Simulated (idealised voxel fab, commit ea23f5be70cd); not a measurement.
voxel capacitor over wiring: a process module
Cross-section cut: width 290 nm, square cells of 5 nm.
Cross-sections here: square-cell grids, written as top-down lists of bands, a band being one or more rows of cells.
Band: top and bottom heights (nm) first, top before bottom; then materials from left to right, widths in nm. "all across" marks a sole material filling the band edge to edge. "empty" denotes empty space.
A quick word on heights: they are counted from 0, and under that level the wafer as it came to us is one material throughout. The lowest band is different from the rest in having no bottom; it simply continues downward, written as in "z 0 and below".
When a width is written as two numbers, as in "30->40", the first number is the width in the top row of cells of the band and the second is the width in its bottom row, and the width changes by the same amount from each row to the next.
A step reported as "left unchanged" is a step in which no cell of the cross-section changed.
In the "Cavities, closed" entry, you get each enclosed empty space of 8 cells or more, one with no open way to the top, written width x height at distance, distance from the left edge, in nm.
Note: text after step settings on the step line = simulator remark on that step.
"overlay nm", when on a step's line for a step with a mask, measures how far to the right of its planned place the mask lay; a negative measure means to the left.
-- Here's what the planned process steps look like
1) RECEIVE, material Si
2) CONFORMAL_DEP, material SiO2, thk nm 10
3) CONFORMAL_DEP, material SiCN, thk nm 5
4) DIRECTIONAL_DEP, material lowk, thk nm 15
5) MASKED_ETCH, tone open, mask id METAL_1, width nm 30, pitch nm 100, etch materials lowk, depth nm 15, overlay nm 0
6) MASKED_ETCH, tone open, mask id METAL_1, width nm 30, pitch nm 100, etch materials SiCN, depth nm 5, overlay nm 0
7) CONFORMAL_DEP, material TiN, thk nm 5
8) FILL_DEP, material Ru, thk nm 10
9) CMP, height nm 30
10) CONFORMAL_DEP, material SiCN, thk nm 5
11) DIRECTIONAL_DEP, material lowk, thk nm 15
12) DIRECTIONAL_DEP, material aC, thk nm 15
13) PATTERN, tone open, mask id PLUG_1, material resist, width nm 15, thk nm 30, overlay nm 0
14) DIRECTIONAL_ETCH, etch materials aC, depth nm 15
15) STRIP, etch materials resist
16) DIRECTIONAL_ETCH, etch materials lowk, depth nm 15
17) DIRECTIONAL_ETCH, etch materials SiCN, depth nm 5
18) STRIP, etch materials aC
19) EPI, material Ru, thk nm 10
20) EPI, material Ru, thk nm 10
21) DIRECTIONAL_DEP, material TiN, thk nm 5
22) DIRECTIONAL_DEP, material Al2O3, thk nm 5
23) DIRECTIONAL_DEP, material TiN, thk nm 10
24) MASKED_ETCH, tone cover, mask id UPPER_PLATE, width nm 75, etch materials TiN, depth nm 10, overlay nm 0
25) MASKED_ETCH, tone cover, mask id UPPER_PLATE, width nm 75, etch materials Al2O3, depth nm 5, overlay nm 0
26) DIRECTIONAL_DEP, material aC, thk nm 15
27) PATTERN, tone cover, mask id LOWER_PLATE, material resist, width nm 85, thk nm 35, overlay nm 0
28) DIRECTIONAL_ETCH, etch materials aC, depth nm 15
29) STRIP, etch materials resist
30) DIRECTIONAL_ETCH, etch materials TiN, depth nm 5
31) STRIP, etch materials aC
32) FILL_DEP, material SiO2, thk nm 15
33) CMP, height nm 80
34) PATTERN, tone open, mask id PLUG_2, material resist, width nm 15, thk nm 15, overlay nm 0
35) DIRECTIONAL_ETCH, etch materials SiO2, depth nm 10
36) STRIP, etch materials resist
37) CONFORMAL_DEP, material TiN, thk nm 5
38) FILL_DEP, material Cu, thk nm 10
39) CMP, height nm 80
40) CONFORMAL_DEP, material SiN, thk nm 5
-- Here's what the wafer looked like in cross-section when it arrived - that's after step 1
  z 0 and below: Si all across
  Cavities, closed: none
-- Cross-section taken at module completion on the first of two wafers; processed per the plan
  z 85 to 80: SiN all across
  z 80 to 75: SiO2=105 / TiN=5 / Cu=5 / TiN=5 / SiO2=170
  z 75 to 70: SiO2=105 / TiN=15 / SiO2=170
  z 70 to 60: SiO2=95 / TiN=75 / SiO2=120
  z 60 to 55: SiO2=95 / Al2O3=75 / SiO2=120
  z 55 to 50: SiO2=90 / TiN=85 / SiO2=115
  z 50 to 35: lowk=95 / Ru=15 / lowk=180
  z 35 to 30: SiCN=95 / Ru=15 / SiCN=180
  z 30 to 15: lowk=80 / TiN=5 / Ru=20 / TiN=5 / lowk=70 / TiN=5 / Ru=20 / TiN=5 / lowk=80
  z 15 to 10: SiCN=80 / TiN=30 / SiCN=70 / TiN=30 / SiCN=80
  z 10 to 0: SiO2 all across
  z 0 and below: Si all across
  Cavities, closed: none
-- Cross-sectional view of the second of two wafers upon completion of the module. This wafer shared its starting condition and process plan with the first; one error was made during its execution
  z 85 to 80: SiN all across
  z 80 to 70: SiO2=95 / TiN=25 / SiO2=170
  z 70 to 65: SiO2=95 / Al2O3=25 / TiN=50 / SiO2=120
  z 65 to 60: SiO2=90 / TiN=80 / SiO2=120
  z 60 to 55: SiO2=85 / Ru=35 / Al2O3=50 / SiO2=120
  z 55 to 50: SiO2=85 / Ru=35 / TiN=55 / SiO2=115
  z 50 to 35: lowk=95 / Ru=15 / lowk=180
  z 35 to 30: SiCN=95 / Ru=15 / SiCN=180
  z 30 to 15: lowk=80 / TiN=5 / Ru=20 / TiN=5 / lowk=70 / TiN=5 / Ru=20 / TiN=5 / lowk=80
  z 15 to 10: SiCN=80 / TiN=30 / SiCN=70 / TiN=30 / SiCN=80
  z 10 to 0: SiO2 all across
  z 0 and below: Si all across
  Cavities, closed: none
What broke from the plan during processing? one of the like steps 19 and 20 was run twice, and which one is unknowable
Bottom line after processing is that, in cells, the second wafer is up or down on some materials versus the first: -1 Cu; +14 Ru; -8 SiO2; -5 TiN
